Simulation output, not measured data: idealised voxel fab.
Process module under the name voxel released beams
Square cells of 5 nm make up the cross-section cut, whose width is 265 nm.
Just so we're on the same page, the cross-sections are grids of square cells, and they're listed out in bands top to bottom, each band one or more rows deep.
Top height, bottom height, nm. Materials left to right, width each, nm. Single material + "throughout" = fills band edge to edge. "air" = empty.
For the purposes of this specification, 0 denotes the height below which the wafer in its as-received condition is composed wholly of one material, and the lowermost band, lacking a lower limit, extends downward without end, as expressed in "0 down".
The notation "30 to 40" denotes a width that varies across the rows of cells in the band, beginning at the first number in the top row, finishing at the second number in the bottom row, and changing by an identical amount from each row to the next.
Key: "left unchanged" - step with no changed cell in the cross-section.
You'll see "Trapped voids" listing empty spaces that have no way open to the top, as long as they're 8 cells or more; the notation is width x height at distance, where the distance is from the left edge, and all of it is in nm.
Past the settings on a step's line: simulator remark, on that step.
overlay nm: step with mask; distance mask lay right of planned place; negative value = left of planned place.

STEPS IN THE PROCESS PLAN
step 1: op RECEIVE | material Si
step 2: op CONFORMAL_DEP | material SiN | thk nm 10
step 3: op DIRECTIONAL_DEP | material SiO2 | thk nm 15
step 4: op DIRECTIONAL_DEP | material aC | thk nm 15
step 5: op PATTERN | tone open | mask id ANCHOR | material resist | width nm 25 | thk nm 35 | overlay nm 0
step 6: op DIRECTIONAL_ETCH | etch materials aC | depth nm 15
step 7: op STRIP | etch materials resist
step 8: op DIRECTIONAL_ETCH | etch materials SiO2 | depth nm 15
step 9: op STRIP | etch materials aC
step 10: op CONFORMAL_DEP | material polySi | thk nm 10
step 11: op PATTERN | tone cover | mask id BEAM | material resist | width nm 70 | thk nm 20 | overlay nm -15
step 12: op DIRECTIONAL_ETCH | etch materials polySi | depth nm 10
step 13: op STRIP | etch materials resist
step 14: op STRIP | etch materials SiO2
Be aware that, although all wafers share a common starting state, the overlay nm at step 11 differs among them, and the plan displays the first wafer's value.

FIRST OF SEVERAL WAFERS, RECEIVED AFTER STEP 1, IN CROSS-SECTION
	0 down | Si throughout
	Trapped voids: none

ONCE STEP 14, THE LAST STEP, IS COMPLETE, THE MODULE IS AT ITS END; THIS IS THE CROSS-SECTION OF THE FIRST OF SEVERAL WAFERS
	35 to 25 | 80 nm air, 30 nm polySi, 5 nm air, 35 nm polySi, 115 nm air
	25 to 20 | 100 nm air, 10 nm polySi, 5 nm air, 10 nm polySi, 140 nm air
	20 to 10 | 100 nm air, 25 nm polySi, 140 nm air
	10 to 0 | SiN throughout
	0 down | Si throughout
	Trapped voids: none

CROSS-SECTION, LAST WAFER, MODULE COMPLETION
	35 to 25 | 115 nm air, 65 nm polySi, 85 nm air
	25 to 20 | 100 nm air, 10 nm polySi, 5 nm air, 10 nm polySi, 140 nm air
	20 to 10 | 100 nm air, 25 nm polySi, 140 nm air
	10 to 0 | SiN throughout
	0 down | Si throughout
	Trapped voids: none

HEADS UP, THIS TABLE GOES WAFER BY WAFER. A ROW TELLS YOU, AT THE END OF THE MODULE, HOW MANY CELLS OF EACH MATERIAL THAT WAFER HAS PUT ON (+) OR DROPPED (-) SINCE IT WAS RECEIVED, AND THEN ITS CLOSED VOIDS
overlay nm -15 | +106 SiN | +40 polySi | Trapped voids: none
overlay nm -10 | +106 SiN | +40 polySi | Trapped voids: none
overlay nm -5 | +106 SiN | +40 polySi | Trapped voids: none
overlay nm 0 | +106 SiN | +40 polySi | Trapped voids: none
overlay nm 5 | +106 SiN | +40 polySi | Trapped voids: none
overlay nm 10 | +106 SiN | +40 polySi | Trapped voids: none
overlay nm 15 | +106 SiN | +40 polySi | Trapped voids: none
